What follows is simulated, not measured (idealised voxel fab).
Process module heading - voxel fin reveal
cross-section cut | 270 nm wide | cells 5 nm
A cross-section is written here as square cells arranged in a grid, and it is given in bands from the top down, each band taking up one or more rows of cells. Within each band entry, the heights of the top and of the bottom of the band appear first, in that order and in nm; the materials of the band then follow from left to right, each with its corresponding width in nm. The designation "all across" on a single material indicates that it fills the band from edge to edge; the designation "blank" indicates empty space. Heights from 0 (as-received wafer is one material below). Bottom band endless downward, as "0 -> down". When a width is written as two numbers, as in "30..40", the first number is the width in the top row of cells of the band and the second is the width in its bottom row, and the width changes by the same amount from each row to the next. No cell of the cross-section changed in a step that is given as "nothing altered". "Closed void roster": sealed empty spaces, 8 cells or more, no open way to top, listed width x height at distance, with distance from the left edge and width, height and distance in nm. Post-settings text on a step line: simulator's own remark regarding the step. You can add "overlay nm" to a step's line. For a step with a mask, it describes how far the mask lay to the right of its planned position, and a negative number describes a lay to the left.

[Planned process steps]
| 1 | RECEIVE: material Si |
| 2 | CONFORMAL_DEP: material SiN, thk nm 5 |
| 3 | PATTERN: tone cover, mask id FINS, material resist, width nm 15, pitch nm 35, thk nm 20, overlay nm 0 |
| 4 | DIRECTIONAL_ETCH: etch materials SiN, depth nm 5 |
| 5 | DIRECTIONAL_ETCH: etch materials Si, depth nm 35 |
| 6 | STRIP: etch materials resist |
| 7 | OXIDIZE: depth nm 5 |
| 8 | FILL_DEP: material SiO2, thk nm 15 |
| 9 | CMP: height nm 5 |
| 10 | SELECTIVE_ETCH: etch materials SiO2, depth nm 20 |
| 11 | STRIP: etch materials SiN |
| 12 | CONFORMAL_DEP: material SiO2, thk nm 5 |

[What follows covers the first of two wafers; it ran as planned]

[Cross-section of the wafer at receipt, which is the condition after step 1]
	0 -> down = Si all across
	Closed void roster: none

[Wafer after step 2 (cross-section)]
	5 -> 0 = SiN all across
	Nothing below the height 0 has changed.

[Wafer after step 3 (cross-section)]
	25 -> 5 = blank (75) | resist (15) | blank (20) | resist (15) | blank (20) | resist (15) | blank (20) | resist (15) | blank (75)
	Nothing below the height 5 has changed.

[Wafer after step 4 (cross-section)]
	25 -> 5 = blank (75) | resist (15) | blank (20) | resist (15) | blank (20) | resist (15) | blank (20) | resist (15) | blank (75)
	5 -> 0 = blank (75) | SiN (15) | blank (20) | SiN (15) | blank (20) | SiN (15) | blank (20) | SiN (15) | blank (75)
	Nothing below the height 0 has changed.

[Wafer after step 5 (cross-section)]
	25 -> 5 = blank (75) | resist (15) | blank (20) | resist (15) | blank (20) | resist (15) | blank (20) | resist (15) | blank (75)
	5 -> 0 = blank (75) | SiN (15) | blank (20) | SiN (15) | blank (20) | SiN (15) | blank (20) | SiN (15) | blank (75)
	0 -> -35 = blank (75) | Si (15) | blank (20) | Si (15) | blank (20) | Si (15) | blank (20) | Si (15) | blank (75)
	Nothing below the height -35 has changed.

[Wafer after step 6 (cross-section)]
	5 -> 0 = blank (75) | SiN (15) | blank (20) | SiN (15) | blank (20) | SiN (15) | blank (20) | SiN (15) | blank (75)
	Nothing below the height 0 has changed.

[Wafer after step 7 (cross-section)]
	5 -> 0 = blank (75) | SiN (15) | blank (20) | SiN (15) | blank (20) | SiN (15) | blank (20) | SiN (15) | blank (75)
	0 -> -35 = blank (75) | SiO2 (5) | Si (5) | SiO2 (5) | blank (20) | SiO2 (5) | Si (5) | SiO2 (5) | blank (20) | SiO2 (5) | Si (5) | SiO2 (5) | blank (20) | SiO2 (5) | Si (5) | SiO2 (5) | blank (75)
	-35 -> -40 = SiO2 (80) | Si (5) | SiO2 (30) | Si (5) | SiO2 (30) | Si (5) | SiO2 (30) | Si (5) | SiO2 (80)
	Nothing below the height -40 has changed.

[Wafer after step 8 (cross-section)]
	20 -> 5 = SiO2 all across
	5 -> 0 = SiO2 (75) | SiN (15) | SiO2 (20) | SiN (15) | SiO2 (20) | SiN (15) | SiO2 (20) | SiN (15) | SiO2 (75)
	0 -> -40 = SiO2 (80) | Si (5) | SiO2 (30) | Si (5) | SiO2 (30) | Si (5) | SiO2 (30) | Si (5) | SiO2 (80)
	Nothing below the height -40 has changed.

[Wafer after step 9 (cross-section)]
	5 -> 0 = SiO2 (75) | SiN (15) | SiO2 (20) | SiN (15) | SiO2 (20) | SiN (15) | SiO2 (20) | SiN (15) | SiO2 (75)
	Nothing below the height 0 has changed.

[Wafer after step 10 (cross-section)]
	5 -> 0 = blank (75) | SiN (15) | blank (20) | SiN (15) | blank (20) | SiN (15) | blank (20) | SiN (15) | blank (75)
	0 -> -15 = blank (80) | Si (5) | blank (30) | Si (5) | blank (30) | Si (5) | blank (30) | Si (5) | blank (80)
	Nothing below the height -15 has changed.

[Wafer after step 11 (cross-section)]
	0 -> -15 = blank (80) | Si (5) | blank (30) | Si (5) | blank (30) | Si (5) | blank (30) | Si (5) | blank (80)
	Nothing below the height -15 has changed.

[Wafer after step 12 (cross-section)]
	5 -> 0 = blank (75) | SiO2 (15) | blank (20) | SiO2 (15) | blank (20) | SiO2 (15) | blank (20) | SiO2 (15) | blank (75)
	0 -> -10 = blank (75) | SiO2 (5) | Si (5) | SiO2 (5) | blank (20) | SiO2 (5) | Si (5) | SiO2 (5) | blank (20) | SiO2 (5) | Si (5) | SiO2 (5) | blank (20) | SiO2 (5) | Si (5) | SiO2 (5) | blank (75)
	-10 -> -40 = SiO2 (80) | Si (5) | SiO2 (30) | Si (5) | SiO2 (30) | Si (5) | SiO2 (30) | Si (5) | SiO2 (80)
	Nothing below the height -40 has changed.

[Second wafer: same start and same plan as the first, one execution error; identical to the first through step 4]

[Second wafer profile in section, at the moment step 5 of the plan was meant to be complete]
	25 -> 5 = blank (75) | resist (15) | blank (20) | resist (15) | blank (20) | resist (15) | blank (20) | resist (15) | blank (75)
	5 -> 0 = blank (75) | SiN (15) | blank (20) | SiN (15) | blank (20) | SiN (15) | blank (20) | SiN (15) | blank (75)
	0 -> -30 = blank (75) | Si (15) | blank (20) | Si (15) | blank (20) | Si (15) | blank (20) | Si (15) | blank (75)
	Nothing below the height -30 has changed.

[Second wafer profile in section, at the moment step 6 of the plan was meant to be complete]
	5 -> 0 = blank (75) | SiN (15) | blank (20) | SiN (15) | blank (20) | SiN (15) | blank (20) | SiN (15) | blank (75)
	Nothing below the height 0 has changed.

[Second wafer profile in section, at the moment step 7 of the plan was meant to be complete]
	5 -> 0 = blank (75) | SiN (15) | blank (20) | SiN (15) | blank (20) | SiN (15) | blank (20) | SiN (15) | blank (75)
	0 -> -30 = blank (75) | SiO2 (5) | Si (5) | SiO2 (5) | blank (20) | SiO2 (5) | Si (5) | SiO2 (5) | blank (20) | SiO2 (5) | Si (5) | SiO2 (5) | blank (20) | SiO2 (5) | Si (5) | SiO2 (5) | blank (75)
	-30 -> -35 = SiO2 (80) | Si (5) | SiO2 (30) | Si (5) | SiO2 (30) | Si (5) | SiO2 (30) | Si (5) | SiO2 (80)
	Nothing below the height -35 has changed.

[Second wafer profile in section, at the moment step 8 of the plan was meant to be complete]
	20 -> 5 = SiO2 all across
	5 -> 0 = SiO2 (75) | SiN (15) | SiO2 (20) | SiN (15) | SiO2 (20) | SiN (15) | SiO2 (20) | SiN (15) | SiO2 (75)
	0 -> -35 = SiO2 (80) | Si (5) | SiO2 (30) | Si (5) | SiO2 (30) | Si (5) | SiO2 (30) | Si (5) | SiO2 (80)
	Nothing below the height -35 has changed.

[Second wafer profile in section, at the moment step 9 of the plan was meant to be complete]
	5 -> 0 = SiO2 (75) | SiN (15) | SiO2 (20) | SiN (15) | SiO2 (20) | SiN (15) | SiO2 (20) | SiN (15) | SiO2 (75)
	Nothing below the height 0 has changed.

[Second wafer profile in section, at the moment step 10 of the plan was meant to be complete]
	5 -> 0 = blank (75) | SiN (15) | blank (20) | SiN (15) | blank (20) | SiN (15) | blank (20) | SiN (15) | blank (75)
	0 -> -15 = blank (80) | Si (5) | blank (30) | Si (5) | blank (30) | Si (5) | blank (30) | Si (5) | blank (80)
	Nothing below the height -15 has changed.

[Second wafer profile in section, at the moment step 11 of the plan was meant to be complete]
	0 -> -15 = blank (80) | Si (5) | blank (30) | Si (5) | blank (30) | Si (5) | blank (30) | Si (5) | blank (80)
	Nothing below the height -15 has changed.

[Second wafer profile in section, at the moment step 12 of the plan was meant to be complete]
	5 -> 0 = blank (75) | SiO2 (15) | blank (20) | SiO2 (15) | blank (20) | SiO2 (15) | blank (20) | SiO2 (15) | blank (75)
	0 -> -10 = blank (75) | SiO2 (5) | Si (5) | SiO2 (5) | blank (20) | SiO2 (5) | Si (5) | SiO2 (5) | blank (20) | SiO2 (5) | Si (5) | SiO2 (5) | blank (20) | SiO2 (5) | Si (5) | SiO2 (5) | blank (75)
	-10 -> -35 = SiO2 (80) | Si (5) | SiO2 (30) | Si (5) | SiO2 (30) | Si (5) | SiO2 (30) | Si (5) | SiO2 (80)
	Nothing below the height -35 has changed.
In executing the process, a mistake was made relative to the plan: step 5 was processed under conditions differing from the plan, specifically as DIRECTIONAL_ETCH: etch materials Si, depth nm 30
Final difference in cells, second wafer against first, listed per material as more or fewer: Si: 50 more, SiO2: 50 fewer
